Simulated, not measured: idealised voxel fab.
A process module follows: voxel transistor to metal.
Section cut is 285 nm wide and gridded with 5 nm square cells.
For the purposes of this document, a cross-section shall be understood as a grid of square cells, specified as bands listed in top-to-bottom order, each band consisting of one or more rows of cells.
Look at the band entry: it leads with the top's height and the bottom's height in nm. Then it lists the materials left to right, with a width in nm for each. The word "everywhere" on a single material says that material fills the band edge to edge. The word "empty" is empty space.
Height is counted from the level 0, under which the received wafer is composed throughout of one material. The lowest of the bands is not closed at the bottom but continues downward, in the notation "0 and below".
The expression "30..40" gives the width at the extremes of the band, the first number at its top row of cells and the second at its bottom row, with the width changing by equal amounts from each row to the next in between.
The cross-section has no changed cell in any step marked "no change".
Entry "Closed void table" = empty spaces >= 8 cells with no open way to the top; each as width x height at distance, distance from left edge, all nm.
Note: text after step settings on the step line = simulator remark on that step.
"overlay nm", when on a step's line for a step with a mask, measures how far to the right of its planned place the mask lay; a negative measure means to the left.
What follows is a series of pairs. Each pair shows a cross-section before one process step and the cross-section after it, and the after view is drawn only down to the lowest band that changed. Beneath each pair is the step that lies between the two, with its settings. Pairs may come from different runs of this module on the same starting wafer, so a pair continues from the one above it only where its entry headed "before" says so.

-- before
	55 down to 50 = 30 nm TiN / 10 nm empty / 60 nm TiN / 10 nm empty / 60 nm TiN / 10 nm empty / 60 nm TiN / 10 nm empty / 35 nm TiN
	50 down to 35 = 25 nm SiO2 / 5 nm TiN / 10 nm empty / 5 nm TiN / 50 nm SiO2 / 5 nm TiN / 10 nm empty / 5 nm TiN / 50 nm SiO2 / 5 nm TiN / 10 nm empty / 5 nm TiN / 50 nm SiO2 / 5 nm TiN / 10 nm empty / 5 nm TiN / 30 nm SiO2
	35 down to 20 = 25 nm SiO2 / 5 nm TiN / 10 nm empty / 5 nm TiN / 10 nm SiN / 30 nm SiCN / 10 nm SiN / 5 nm TiN / 10 nm empty / 5 nm TiN / 50 nm SiO2 / 5 nm TiN / 10 nm empty / 5 nm TiN / 10 nm SiN / 30 nm SiCN / 10 nm SiN / 5 nm TiN / 10 nm empty / 5 nm TiN / 30 nm SiO2
	20 down to 10 = 25 nm SiO2 / 5 nm TiN / 10 nm empty / 5 nm TiN / 10 nm SiN / 30 nm polySi / 10 nm SiN / 5 nm TiN / 10 nm empty / 5 nm TiN / 50 nm SiO2 / 5 nm TiN / 10 nm empty / 5 nm TiN / 10 nm SiN / 30 nm polySi / 10 nm SiN / 5 nm TiN / 10 nm empty / 5 nm TiN / 30 nm SiO2
	10 down to 5 = 25 nm SiO2 / 20 nm TiN / 10 nm SiN / 30 nm polySi / 10 nm SiN / 20 nm TiN / 50 nm SiO2 / 20 nm TiN / 10 nm SiN / 30 nm polySi / 10 nm SiN / 20 nm TiN / 30 nm SiO2
	5 down to 0 = 10 nm SiO2 / 10 nm SiN / 10 nm nSi / 5 nm TiN / 10 nm nSi / 10 nm SiN / 30 nm polySi / 10 nm SiN / 10 nm nSi / 5 nm TiN / 10 nm nSi / 10 nm SiN / 20 nm SiO2 / 10 nm SiN / 10 nm nSi / 5 nm TiN / 10 nm nSi / 10 nm SiN / 30 nm polySi / 10 nm SiN / 10 nm nSi / 5 nm TiN / 10 nm nSi / 10 nm SiN / 15 nm SiO2
	0 down to -5 = 20 nm SiO2 / 25 nm nSi / 50 nm SiO2 / 25 nm nSi / 40 nm SiO2 / 25 nm nSi / 50 nm SiO2 / 25 nm nSi / 25 nm SiO2
	-5 down to -10 = 15 nm SiO2 / 5 nm Si / 25 nm nSi / 50 nm Si / 25 nm nSi / 5 nm Si / 30 nm SiO2 / 5 nm Si / 25 nm nSi / 50 nm Si / 25 nm nSi / 5 nm Si / 20 nm SiO2
	-10 down to -25 = 15 nm SiO2 / 110 nm Si / 30 nm SiO2 / 110 nm Si / 20 nm SiO2
	-25 and below = Si everywhere
	Closed void table: none

-- Section After Processing
	60 down to 55 = Ru everywhere
	55 down to 50 = 30 nm TiN / 10 nm Ru / 60 nm TiN / 10 nm Ru / 60 nm TiN / 10 nm Ru / 60 nm TiN / 10 nm Ru / 35 nm TiN
	50 down to 35 = 25 nm SiO2 / 5 nm TiN / 10 nm Ru / 5 nm TiN / 50 nm SiO2 / 5 nm TiN / 10 nm Ru / 5 nm TiN / 50 nm SiO2 / 5 nm TiN / 10 nm Ru / 5 nm TiN / 50 nm SiO2 / 5 nm TiN / 10 nm Ru / 5 nm TiN / 30 nm SiO2
	35 down to 20 = 25 nm SiO2 / 5 nm TiN / 10 nm Ru / 5 nm TiN / 10 nm SiN / 30 nm SiCN / 10 nm SiN / 5 nm TiN / 10 nm Ru / 5 nm TiN / 50 nm SiO2 / 5 nm TiN / 10 nm Ru / 5 nm TiN / 10 nm SiN / 30 nm SiCN / 10 nm SiN / 5 nm TiN / 10 nm Ru / 5 nm TiN / 30 nm SiO2
	20 down to 10 = 25 nm SiO2 / 5 nm TiN / 10 nm Ru / 5 nm TiN / 10 nm SiN / 30 nm polySi / 10 nm SiN / 5 nm TiN / 10 nm Ru / 5 nm TiN / 50 nm SiO2 / 5 nm TiN / 10 nm Ru / 5 nm TiN / 10 nm SiN / 30 nm polySi / 10 nm SiN / 5 nm TiN / 10 nm Ru / 5 nm TiN / 30 nm SiO2
	below 10: unchanged
	Closed void table: none
The structure goes from the before cross-section above to the after cross-section through FILL_DEP | material Ru | thk nm 5

before: refer to the pair immediately above; the cross-section shown after its step is the state before this one.

-- Section After Processing
	50 down to 35 = 25 nm SiO2 / 5 nm TiN / 10 nm Ru / 5 nm TiN / 50 nm SiO2 / 5 nm TiN / 10 nm Ru / 5 nm TiN / 50 nm SiO2 / 5 nm TiN / 10 nm Ru / 5 nm TiN / 50 nm SiO2 / 5 nm TiN / 10 nm Ru / 5 nm TiN / 30 nm SiO2
	below 35: unchanged
	Closed void table: none
The structure goes from the before cross-section above to the after cross-section through CMP | height nm 50

before: refer to the pair immediately above; the cross-section shown after its step is the state before this one.

-- Section After Processing
	55 down to 50 = TiN everywhere
	below 50: unchanged
	Closed void table: none
The structure goes from the before cross-section above to the after cross-section through DIRECTIONAL_DEP | material TiN | thk nm 5

before: refer to the pair immediately above; the cross-section shown after its step is the state before this one.

-- Section After Processing
	80 down to 55 = W everywhere
	below 55: unchanged
	Closed void table: none
The structure goes from the before cross-section above to the after cross-section through DIRECTIONAL_DEP | material W | thk nm 25

before: refer to the pair immediately above; the cross-section shown after its step is the state before this one.

-- Section After Processing
	100 down to 80 = 25 nm empty / 20 nm resist / 50 nm empty / 20 nm resist / 50 nm empty / 20 nm resist / 50 nm empty / 20 nm resist / 30 nm empty
	below 80: unchanged
	Closed void table: none
The structure goes from the before cross-section above to the after cross-section through PATTERN | tone cover | mask id METAL_1 | material resist | width nm 20 | pitch nm 70 | thk nm 20 | overlay nm 0

before: refer to the pair immediately above; the cross-section shown after its step is the state before this one.

-- Section After Processing
	100 down to 80 = 25 nm empty / 20 nm resist / 50 nm empty / 20 nm resist / 50 nm empty / 20 nm resist / 50 nm empty / 20 nm resist / 30 nm empty
	80 down to 55 = 25 nm empty / 20 nm W / 50 nm empty / 20 nm W / 50 nm empty / 20 nm W / 50 nm empty / 20 nm W / 30 nm empty
	below 55: unchanged
	Closed void table: none
The structure goes from the before cross-section above to the after cross-section through DIRECTIONAL_ETCH | etch materials W | depth nm 25

before: refer to the pair immediately above; the cross-section shown after its step is the state before this one.

-- Section After Processing
	100 down to 80 = 25 nm empty / 20 nm resist / 50 nm empty / 20 nm resist / 50 nm empty / 20 nm resist / 50 nm empty / 20 nm resist / 30 nm empty
	80 down to 55 = 25 nm empty / 20 nm W / 50 nm empty / 20 nm W / 50 nm empty / 20 nm W / 50 nm empty / 20 nm W / 30 nm empty
	55 down to 50 = 25 nm empty / 20 nm TiN / 50 nm empty / 20 nm TiN / 50 nm empty / 20 nm TiN / 50 nm empty / 20 nm TiN / 30 nm empty
	below 50: unchanged
	Closed void table: none
The structure goes from the before cross-section above to the after cross-section through DIRECTIONAL_ETCH | etch materials TiN | depth nm 5

before: refer to the pair immediately above; the cross-section shown after its step is the state before this one.

-- Section After Processing
	80 down to 55 = 25 nm empty / 20 nm W / 50 nm empty / 20 nm W / 50 nm empty / 20 nm W / 50 nm empty / 20 nm W / 30 nm empty
	below 55: unchanged
	Closed void table: none
The structure goes from the before cross-section above to the after cross-section through STRIP | etch materials resist

before: refer to the pair immediately above; the cross-section shown after its step is the state before this one.

-- Section After Processing
	85 down to 80 = 20 nm empty / 30 nm SiN / 40 nm empty / 30 nm SiN / 40 nm empty / 30 nm SiN / 40 nm empty / 30 nm SiN / 25 nm empty
	80 down to 55 = 20 nm empty / 5 nm SiN / 20 nm W / 5 nm SiN / 40 nm empty / 5 nm SiN / 20 nm W / 5 nm SiN / 40 nm empty / 5 nm SiN / 20 nm W / 5 nm SiN / 40 nm empty / 5 nm SiN / 20 nm W / 5 nm SiN / 25 nm empty
	55 down to 50 = 25 nm SiN / 20 nm TiN / 50 nm SiN / 20 nm TiN / 50 nm SiN / 20 nm TiN / 50 nm SiN / 20 nm TiN / 30 nm SiN
	below 50: unchanged
	Closed void table: none
The structure goes from the before cross-section above to the after cross-section through CONFORMAL_DEP | material SiN | thk nm 5

before: refer to the pair immediately above; the cross-section shown after its step is the state before this one.

-- Section After Processing
	90 down to 85 = lowk everywhere
	85 down to 80 = 20 nm lowk / 30 nm SiN / 40 nm lowk / 30 nm SiN / 40 nm lowk / 30 nm SiN / 40 nm lowk / 30 nm SiN / 25 nm lowk
	80 down to 55 = 20 nm lowk / 5 nm SiN / 20 nm W / 5 nm SiN / 40 nm lowk / 5 nm SiN / 20 nm W / 5 nm SiN / 40 nm lowk / 5 nm SiN / 20 nm W / 5 nm SiN / 40 nm lowk / 5 nm SiN / 20 nm W / 5 nm SiN / 25 nm lowk
	below 55: unchanged
	Closed void table: none
The structure goes from the before cross-section above to the after cross-section through FILL_DEP | material lowk | thk nm 5

before: refer to the pair immediately above; the cross-section shown after its step is the state before this one.

-- Section After Processing
	80 down to 55 = 20 nm lowk / 5 nm SiN / 20 nm W / 5 nm SiN / 40 nm lowk / 5 nm SiN / 20 nm W / 5 nm SiN / 40 nm lowk / 5 nm SiN / 20 nm W / 5 nm SiN / 40 nm lowk / 5 nm SiN / 20 nm W / 5 nm SiN / 25 nm lowk
	below 55: unchanged
	Closed void table: none
The structure goes from the before cross-section above to the after cross-section through CMP | height nm 80

before: refer to the pair immediately above; the cross-section shown after its step is the state before this one.

-- Section After Processing
	85 down to 80 = SiCN everywhere
	below 80: unchanged
	Closed void table: none
The structure goes from the before cross-section above to the after cross-section through CONFORMAL_DEP | material SiCN | thk nm 5

-- before
	40 down to 35 = 10 nm SiCN / 120 nm empty / 20 nm SiCN / 120 nm empty / 15 nm SiCN
	35 down to 25 = SiCN everywhere
	25 down to 20 = 10 nm polySi / 120 nm SiCN / 20 nm polySi / 120 nm SiCN / 15 nm polySi
	20 down to 5 = polySi everywhere
	5 down to 0 = 10 nm SiO2 / 120 nm polySi / 20 nm SiO2 / 120 nm polySi / 15 nm SiO2
	0 down to -5 = SiO2 everywhere
	-5 down to -25 = 15 nm SiO2 / 110 nm Si / 30 nm SiO2 / 110 nm Si / 20 nm SiO2
	-25 and below = Si everywhere
	Closed void table: none

-- Section After Processing
	35 down to 25 = 50 nm empty / 20 nm SiCN / 120 nm empty / 20 nm SiCN / 75 nm empty
	25 down to 20 = 10 nm polySi / 40 nm empty / 20 nm SiCN / 60 nm empty / 20 nm polySi / 40 nm empty / 20 nm SiCN / 60 nm empty / 15 nm polySi
	below 20: unchanged
	Closed void table: none
The structure goes from the before cross-section above to the after cross-section through MASKED_ETCH | tone cover | mask id GATE | width nm 20 | pitch nm 140 | etch materials SiCN | depth nm 25 | overlay nm -10

before: refer to the pair immediately above; the cross-section shown after its step is the state before this one.

-- Section After Processing
	35 down to 20 = 50 nm empty / 20 nm SiCN / 120 nm empty / 20 nm SiCN / 75 nm empty
	20 down to 5 = 50 nm empty / 30 nm polySi / 110 nm empty / 30 nm polySi / 65 nm empty
	5 down to 0 = 10 nm SiO2 / 40 nm empty / 30 nm polySi / 50 nm empty / 20 nm SiO2 / 40 nm empty / 30 nm polySi / 50 nm empty / 15 nm SiO2
	below 0: unchanged
	Closed void table: none
The structure goes from the before cross-section above to the after cross-section through MASKED_ETCH | tone cover | mask id GATE | width nm 20 | pitch nm 140 | etch materials polySi | depth nm 30 | overlay nm 0

before: refer to the pair immediately above; the cross-section shown after its step is the state before this one.

-- Section After Processing
	45 down to 35 = 40 nm empty / 40 nm SiN / 100 nm empty / 40 nm SiN / 65 nm empty
	35 down to 30 = 40 nm empty / 10 nm SiN / 20 nm SiCN / 10 nm SiN / 100 nm empty / 10 nm SiN / 20 nm SiCN / 10 nm SiN / 65 nm empty
	30 down to 20 = 40 nm empty / 10 nm SiN / 20 nm SiCN / 20 nm SiN / 90 nm empty / 10 nm SiN / 20 nm SiCN / 20 nm SiN / 55 nm empty
	20 down to 15 = 40 nm empty / 10 nm SiN / 30 nm polySi / 10 nm SiN / 90 nm empty / 10 nm SiN / 30 nm polySi / 10 nm SiN / 55 nm empty
	15 down to 10 = 20 nm SiN / 20 nm empty / 10 nm SiN / 30 nm polySi / 10 nm SiN / 30 nm empty / 40 nm SiN / 20 nm empty / 10 nm SiN / 30 nm polySi / 10 nm SiN / 30 nm empty / 25 nm SiN
	10 down to 5 = 50 nm SiN / 30 nm polySi / 110 nm SiN / 30 nm polySi / 65 nm SiN
	5 down to 0 = 10 nm SiO2 / 40 nm SiN / 30 nm polySi / 50 nm SiN / 20 nm SiO2 / 40 nm SiN / 30 nm polySi / 50 nm SiN / 15 nm SiO2
	below 0: unchanged
	Closed void table: none
The structure goes from the before cross-section above to the after cross-section through CONFORMAL_DEP | material SiN | thk nm 10

before: refer to the pair immediately above; the cross-section shown after its step is the state before this one.

-- Section After Processing
	35 down to 20 = 40 nm empty / 10 nm SiN / 20 nm SiCN / 10 nm SiN / 100 nm empty / 10 nm SiN / 20 nm SiCN / 10 nm SiN / 65 nm empty
	20 down to 5 = 40 nm empty / 10 nm SiN / 30 nm polySi / 10 nm SiN / 90 nm empty / 10 nm SiN / 30 nm polySi / 10 nm SiN / 55 nm empty
	5 down to 0 = 10 nm SiO2 / 10 nm SiN / 20 nm empty / 10 nm SiN / 30 nm polySi / 10 nm SiN / 30 nm empty / 10 nm SiN / 20 nm SiO2 / 10 nm SiN / 20 nm empty / 10 nm SiN / 30 nm polySi / 10 nm SiN / 30 nm empty / 10 nm SiN / 15 nm SiO2
	below 0: unchanged
	Closed void table: none
The structure goes from the before cross-section above to the after cross-section through DIRECTIONAL_ETCH | etch materials SiN | depth nm 10

before: refer to the pair immediately above; the cross-section shown after its step is the state before this one.

-- Section After Processing
	35 down to 20 = 40 nm empty / 10 nm SiN / 20 nm SiCN / 10 nm SiN / 100 nm empty / 10 nm SiN / 20 nm SiCN / 10 nm SiN / 65 nm empty
	20 down to 5 = 40 nm empty / 10 nm SiN / 30 nm polySi / 10 nm SiN / 90 nm empty / 10 nm SiN / 30 nm polySi / 10 nm SiN / 55 nm empty
	5 down to 0 = 10 nm empty / 10 nm SiN / 20 nm empty / 10 nm SiN / 30 nm polySi / 10 nm SiN / 30 nm empty / 10 nm SiN / 20 nm empty / 10 nm SiN / 20 nm empty / 10 nm SiN / 30 nm polySi / 10 nm SiN / 30 nm empty / 10 nm SiN / 15 nm empty
	0 down to -5 = 20 nm SiO2 / 20 nm empty / 50 nm SiO2 / 30 nm empty / 40 nm SiO2 / 20 nm empty / 50 nm SiO2 / 30 nm empty / 25 nm SiO2
	below -5: unchanged
	Closed void table: none
The structure goes from the before cross-section above to the after cross-section through DIRECTIONAL_ETCH | etch materials SiO2 | depth nm 5

before: refer to the pair immediately above; the cross-section shown after its step is the state before this one.

-- Section After Processing
	35 down to 20 = 40 nm empty / 10 nm SiN / 20 nm SiCN / 10 nm SiN / 100 nm empty / 10 nm SiN / 20 nm SiCN / 10 nm SiN / 65 nm empty
	20 down to 5 = 40 nm empty / 10 nm SiN / 30 nm polySi / 10 nm SiN / 90 nm empty / 10 nm SiN / 30 nm polySi / 10 nm SiN / 55 nm empty
	5 down to 0 = 10 nm empty / 10 nm SiN / 20 nm empty / 10 nm SiN / 30 nm polySi / 10 nm SiN / 30 nm empty / 10 nm SiN / 20 nm empty / 10 nm SiN / 20 nm empty / 10 nm SiN / 30 nm polySi / 10 nm SiN / 30 nm empty / 10 nm SiN / 15 nm empty
	0 down to -5 = 20 nm SiO2 / 20 nm empty / 50 nm SiO2 / 30 nm empty / 40 nm SiO2 / 20 nm empty / 50 nm SiO2 / 30 nm empty / 25 nm SiO2
	-5 down to -10 = 15 nm SiO2 / 5 nm Si / 20 nm empty / 50 nm Si / 30 nm empty / 5 nm Si / 30 nm SiO2 / 5 nm Si / 20 nm empty / 50 nm Si / 30 nm empty / 5 nm Si / 20 nm SiO2
	below -10: unchanged
	Closed void table: none
The structure goes from the before cross-section above to the after cross-section through DIRECTIONAL_ETCH | etch materials Si | depth nm 5

before: refer to the pair immediately above; the cross-section shown after its step is the state before this one.

-- Section After Processing
	35 down to 20 = 40 nm empty / 10 nm SiN / 20 nm SiCN / 10 nm SiN / 100 nm empty / 10 nm SiN / 20 nm SiCN / 10 nm SiN / 65 nm empty
	20 down to 5 = 40 nm empty / 10 nm SiN / 30 nm polySi / 10 nm SiN / 90 nm empty / 10 nm SiN / 30 nm polySi / 10 nm SiN / 55 nm empty
	5 down to 0 = 10 nm empty / 10 nm SiN / 20 nm nSi / 10 nm SiN / 30 nm polySi / 10 nm SiN / 10 nm nSi / 10 nm empty / 10 nm nSi / 10 nm SiN / 20 nm empty / 10 nm SiN / 20 nm nSi / 10 nm SiN / 30 nm polySi / 10 nm SiN / 10 nm nSi / 10 nm empty / 10 nm nSi / 10 nm SiN / 15 nm empty
	0 down to -5 = 20 nm SiO2 / 20 nm nSi / 50 nm SiO2 / 30 nm nSi / 40 nm SiO2 / 20 nm nSi / 50 nm SiO2 / 30 nm nSi / 25 nm SiO2
	-5 down to -10 = 15 nm SiO2 / 5 nm Si / 20 nm nSi / 50 nm Si / 30 nm nSi / 5 nm Si / 30 nm SiO2 / 5 nm Si / 20 nm nSi / 50 nm Si / 30 nm nSi / 5 nm Si / 20 nm SiO2
	below -10: unchanged
	Closed void table: none
The structure goes from the before cross-section above to the after cross-section through EPI | material nSi | thk nm 10

before: refer to the pair immediately above; the cross-section shown after its step is the state before this one.

-- Section After Processing
	40 down to 35 = SiO2 everywhere
	35 down to 20 = 40 nm SiO2 / 10 nm SiN / 20 nm SiCN / 10 nm SiN / 100 nm SiO2 / 10 nm SiN / 20 nm SiCN / 10 nm SiN / 65 nm SiO2
	20 down to 5 = 40 nm SiO2 / 10 nm SiN / 30 nm polySi / 10 nm SiN / 90 nm SiO2 / 10 nm SiN / 30 nm polySi / 10 nm SiN / 55 nm SiO2
	5 down to 0 = 10 nm SiO2 / 10 nm SiN / 20 nm nSi / 10 nm SiN / 30 nm polySi / 10 nm SiN / 10 nm nSi / 10 nm SiO2 / 10 nm nSi / 10 nm SiN / 20 nm SiO2 / 10 nm SiN / 20 nm nSi / 10 nm SiN / 30 nm polySi / 10 nm SiN / 10 nm nSi / 10 nm SiO2 / 10 nm nSi / 10 nm SiN / 15 nm SiO2
	below 0: unchanged
	Closed void table: none
The structure goes from the before cross-section above to the after cross-section through FILL_DEP | material SiO2 | thk nm 5

before: refer to the pair immediately above; the cross-section shown after its step is the state before this one.

-- Section After Processing
	35 down to 20 = 40 nm SiO2 / 10 nm SiN / 20 nm SiCN / 10 nm SiN / 100 nm SiO2 / 10 nm SiN / 20 nm SiCN / 10 nm SiN / 65 nm SiO2
	below 20: unchanged
	Closed void table: none
The structure goes from the before cross-section above to the after cross-section through CMP | height nm 35

before: refer to the pair immediately above; the cross-section shown after its step is the state before this one.

-- Section After Processing
	50 down to 35 = SiO2 everywhere
	below 35: unchanged
	Closed void table: none
The structure goes from the before cross-section above to the after cross-section through DIRECTIONAL_DEP | material SiO2 | thk nm 15

before: refer to the pair immediately above; the cross-section shown after its step is the state before this one.

-- Section After Processing
	65 down to 50 = aC everywhere
	below 50: unchanged
	Closed void table: none
The structure goes from the before cross-section above to the after cross-section through DIRECTIONAL_DEP | material aC | thk nm 15

before: refer to the pair immediately above; the cross-section shown after its step is the state before this one.

-- Section After Processing
	95 down to 65 = 25 nm resist / 20 nm empty / 50 nm resist / 20 nm empty / 50 nm resist / 20 nm empty / 50 nm resist / 20 nm empty / 30 nm resist
	below 65: unchanged
	Closed void table: none
The structure goes from the before cross-section above to the after cross-section through PATTERN | tone open | mask id CONTACT | material resist | width nm 20 | pitch nm 70 | thk nm 30 | overlay nm 0

before: refer to the pair immediately above; the cross-section shown after its step is the state before this one.

-- Section After Processing
	80 down to 65 = 25 nm resist / 20 nm empty / 50 nm resist / 20 nm empty / 50 nm resist / 20 nm empty / 50 nm resist / 20 nm empty / 30 nm resist
	65 down to 50 = 25 nm aC / 20 nm empty / 50 nm aC / 20 nm empty / 50 nm aC / 20 nm empty / 50 nm aC / 20 nm empty / 30 nm aC
	below 50: unchanged
	Closed void table: none
The structure goes from the before cross-section above to the after cross-section through DIRECTIONAL_ETCH | etch materials aC | depth nm 15

before: refer to the pair immediately above; the cross-section shown after its step is the state before this one.

-- Section After Processing
	65 down to 50 = 25 nm aC / 20 nm empty / 50 nm aC / 20 nm empty / 50 nm aC / 20 nm empty / 50 nm aC / 20 nm empty / 30 nm aC
	below 50: unchanged
	Closed void table: none
The structure goes from the before cross-section above to the after cross-section through STRIP | etch materials resist

before: refer to the pair immediately above; the cross-section shown after its step is the state before this one.

-- Section After Processing
	65 down to 50 = 25 nm aC / 20 nm empty / 50 nm aC / 20 nm empty / 50 nm aC / 20 nm empty / 50 nm aC / 20 nm empty / 30 nm aC
	50 down to 35 = 25 nm SiO2 / 20 nm empty / 50 nm SiO2 / 20 nm empty / 50 nm SiO2 / 20 nm empty / 50 nm SiO2 / 20 nm empty / 30 nm SiO2
	35 down to 20 = 25 nm SiO2 / 15 nm empty / 10 nm SiN / 20 nm SiCN / 10 nm SiN / 15 nm SiO2 / 20 nm empty / 50 nm SiO2 / 15 nm empty / 10 nm SiN / 20 nm SiCN / 10 nm SiN / 15 nm SiO2 / 20 nm empty / 30 nm SiO2
	20 down to 5 = 25 nm SiO2 / 15 nm empty / 10 nm SiN / 30 nm polySi / 10 nm SiN / 5 nm SiO2 / 20 nm empty / 50 nm SiO2 / 15 nm empty / 10 nm SiN / 30 nm polySi / 10 nm SiN / 5 nm SiO2 / 20 nm empty / 30 nm SiO2
	5 down to 0 = 10 nm SiO2 / 10 nm SiN / 20 nm nSi / 10 nm SiN / 30 nm polySi / 10 nm SiN / 10 nm nSi / 10 nm empty / 10 nm nSi / 10 nm SiN / 20 nm SiO2 / 10 nm SiN / 20 nm nSi / 10 nm SiN / 30 nm polySi / 10 nm SiN / 10 nm nSi / 10 nm empty / 10 nm nSi / 10 nm SiN / 15 nm SiO2
	below 0: unchanged
	Closed void table: none
The structure goes from the before cross-section above to the after cross-section through DIRECTIONAL_ETCH | etch materials SiO2 | depth nm 50

before: refer to the pair immediately above; the cross-section shown after its step is the state before this one.

-- Section After Processing
	50 down to 35 = 25 nm SiO2 / 20 nm empty / 50 nm SiO2 / 20 nm empty / 50 nm SiO2 / 20 nm empty / 50 nm SiO2 / 20 nm empty / 30 nm SiO2
	below 35: unchanged
	Closed void table: none
The structure goes from the before cross-section above to the after cross-section through STRIP | etch materials aC

before: refer to the pair immediately above; the cross-section shown after its step is the state before this one.

-- Section After Processing
	55 down to 50 = 30 nm TiN / 10 nm empty / 60 nm TiN / 10 nm empty / 60 nm TiN / 10 nm empty / 60 nm TiN / 10 nm empty / 35 nm TiN
	50 down to 40 = 25 nm SiO2 / 5 nm TiN / 10 nm empty / 5 nm TiN / 50 nm SiO2 / 5 nm TiN / 10 nm empty / 5 nm TiN / 50 nm SiO2 / 5 nm TiN / 10 nm empty / 5 nm TiN / 50 nm SiO2 / 5 nm TiN / 10 nm empty / 5 nm TiN / 30 nm SiO2
	40 down to 35 = 25 nm SiO2 / 5 nm TiN / 5 nm empty / 10 nm TiN / 50 nm SiO2 / 5 nm TiN / 10 nm empty / 5 nm TiN / 50 nm SiO2 / 5 nm TiN / 5 nm empty / 10 nm TiN / 50 nm SiO2 / 5 nm TiN / 10 nm empty / 5 nm TiN / 30 nm SiO2
	35 down to 20 = 25 nm SiO2 / 5 nm TiN / 5 nm empty / 5 nm TiN / 10 nm SiN / 20 nm SiCN / 10 nm SiN / 15 nm SiO2 / 5 nm TiN / 10 nm empty / 5 nm TiN / 50 nm SiO2 / 5 nm TiN / 5 nm empty / 5 nm TiN / 10 nm SiN / 20 nm SiCN / 10 nm SiN / 15 nm SiO2 / 5 nm TiN / 10 nm empty / 5 nm TiN / 30 nm SiO2
	20 down to 10 = 25 nm SiO2 / 5 nm TiN / 5 nm empty / 5 nm TiN / 10 nm SiN / 30 nm polySi / 10 nm SiN / 5 nm SiO2 / 5 nm TiN / 10 nm empty / 5 nm TiN / 50 nm SiO2 / 5 nm TiN / 5 nm empty / 5 nm TiN / 10 nm SiN / 30 nm polySi / 10 nm SiN / 5 nm SiO2 / 5 nm TiN / 10 nm empty / 5 nm TiN / 30 nm SiO2
	10 down to 5 = 25 nm SiO2 / 15 nm TiN / 10 nm SiN / 30 nm polySi / 10 nm SiN / 5 nm SiO2 / 20 nm TiN / 50 nm SiO2 / 15 nm TiN / 10 nm SiN / 30 nm polySi / 10 nm SiN / 5 nm SiO2 / 20 nm TiN / 30 nm SiO2
	5 down to 0 = 10 nm SiO2 / 10 nm SiN / 20 nm nSi / 10 nm SiN / 30 nm polySi / 10 nm SiN / 10 nm nSi / 10 nm TiN / 10 nm nSi / 10 nm SiN / 20 nm SiO2 / 10 nm SiN / 20 nm nSi / 10 nm SiN / 30 nm polySi / 10 nm SiN / 10 nm nSi / 10 nm TiN / 10 nm nSi / 10 nm SiN / 15 nm SiO2
	below 0: unchanged
	Closed void table: none
The structure goes from the before cross-section above to the after cross-section through CONFORMAL_DEP | material TiN | thk nm 5

before: refer to the pair immediately above; the cross-section shown after its step is the state before this one.

-- Section After Processing
	60 down to 55 = Ru everywhere
	55 down to 50 = 30 nm TiN / 10 nm Ru / 60 nm TiN / 10 nm Ru / 60 nm TiN / 10 nm Ru / 60 nm TiN / 10 nm Ru / 35 nm TiN
	50 down to 40 = 25 nm SiO2 / 5 nm TiN / 10 nm Ru / 5 nm TiN / 50 nm SiO2 / 5 nm TiN / 10 nm Ru / 5 nm TiN / 50 nm SiO2 / 5 nm TiN / 10 nm Ru / 5 nm TiN / 50 nm SiO2 / 5 nm TiN / 10 nm Ru / 5 nm TiN / 30 nm SiO2
	40 down to 35 = 25 nm SiO2 / 5 nm TiN / 5 nm Ru / 10 nm TiN / 50 nm SiO2 / 5 nm TiN / 10 nm Ru / 5 nm TiN / 50 nm SiO2 / 5 nm TiN / 5 nm Ru / 10 nm TiN / 50 nm SiO2 / 5 nm TiN / 10 nm Ru / 5 nm TiN / 30 nm SiO2
	35 down to 20 = 25 nm SiO2 / 5 nm TiN / 5 nm Ru / 5 nm TiN / 10 nm SiN / 20 nm SiCN / 10 nm SiN / 15 nm SiO2 / 5 nm TiN / 10 nm Ru / 5 nm TiN / 50 nm SiO2 / 5 nm TiN / 5 nm Ru / 5 nm TiN / 10 nm SiN / 20 nm SiCN / 10 nm SiN / 15 nm SiO2 / 5 nm TiN / 10 nm Ru / 5 nm TiN / 30 nm SiO2
	20 down to 10 = 25 nm SiO2 / 5 nm TiN / 5 nm Ru / 5 nm TiN / 10 nm SiN / 30 nm polySi / 10 nm SiN / 5 nm SiO2 / 5 nm TiN / 10 nm Ru / 5 nm TiN / 50 nm SiO2 / 5 nm TiN / 5 nm Ru / 5 nm TiN / 10 nm SiN / 30 nm polySi / 10 nm SiN / 5 nm SiO2 / 5 nm TiN / 10 nm Ru / 5 nm TiN / 30 nm SiO2
	below 10: unchanged
	Closed void table: none
The structure goes from the before cross-section above to the after cross-section through FILL_DEP | material Ru | thk nm 5

before: refer to the pair immediately above; the cross-section shown after its step is the state before this one.

-- Section After Processing
	50 down to 40 = 25 nm SiO2 / 5 nm TiN / 10 nm Ru / 5 nm TiN / 50 nm SiO2 / 5 nm TiN / 10 nm Ru / 5 nm TiN / 50 nm SiO2 / 5 nm TiN / 10 nm Ru / 5 nm TiN / 50 nm SiO2 / 5 nm TiN / 10 nm Ru / 5 nm TiN / 30 nm SiO2
	below 40: unchanged
	Closed void table: none
The structure goes from the before cross-section above to the after cross-section through CMP | height nm 50

before: refer to the pair immediately above; the cross-section shown after its step is the state before this one.

-- Section After Processing
	55 down to 50 = TiN everywhere
	below 50: unchanged
	Closed void table: none
The structure goes from the before cross-section above to the after cross-section through DIRECTIONAL_DEP | material TiN | thk nm 5

before: refer to the pair immediately above; the cross-section shown after its step is the state before this one.

-- Section After Processing
	80 down to 55 = W everywhere
	below 55: unchanged
	Closed void table: none
The structure goes from the before cross-section above to the after cross-section through DIRECTIONAL_DEP | material W | thk nm 25

before: refer to the pair immediately above; the cross-section shown after its step is the state before this one.

-- Section After Processing
	100 down to 80 = 25 nm empty / 20 nm resist / 50 nm empty / 20 nm resist / 50 nm empty / 20 nm resist / 50 nm empty / 20 nm resist / 30 nm empty
	below 80: unchanged
	Closed void table: none
The structure goes from the before cross-section above to the after cross-section through PATTERN | tone cover | mask id METAL_1 | material resist | width nm 20 | pitch nm 70 | thk nm 20 | overlay nm 0

before: refer to the pair immediately above; the cross-section shown after its step is the state before this one.

-- Section After Processing
	100 down to 80 = 25 nm empty / 20 nm resist / 50 nm empty / 20 nm resist / 50 nm empty / 20 nm resist / 50 nm empty / 20 nm resist / 30 nm empty
	80 down to 55 = 25 nm empty / 20 nm W / 50 nm empty / 20 nm W / 50 nm empty / 20 nm W / 50 nm empty / 20 nm W / 30 nm empty
	below 55: unchanged
	Closed void table: none
The structure goes from the before cross-section above to the after cross-section through DIRECTIONAL_ETCH | etch materials W | depth nm 25
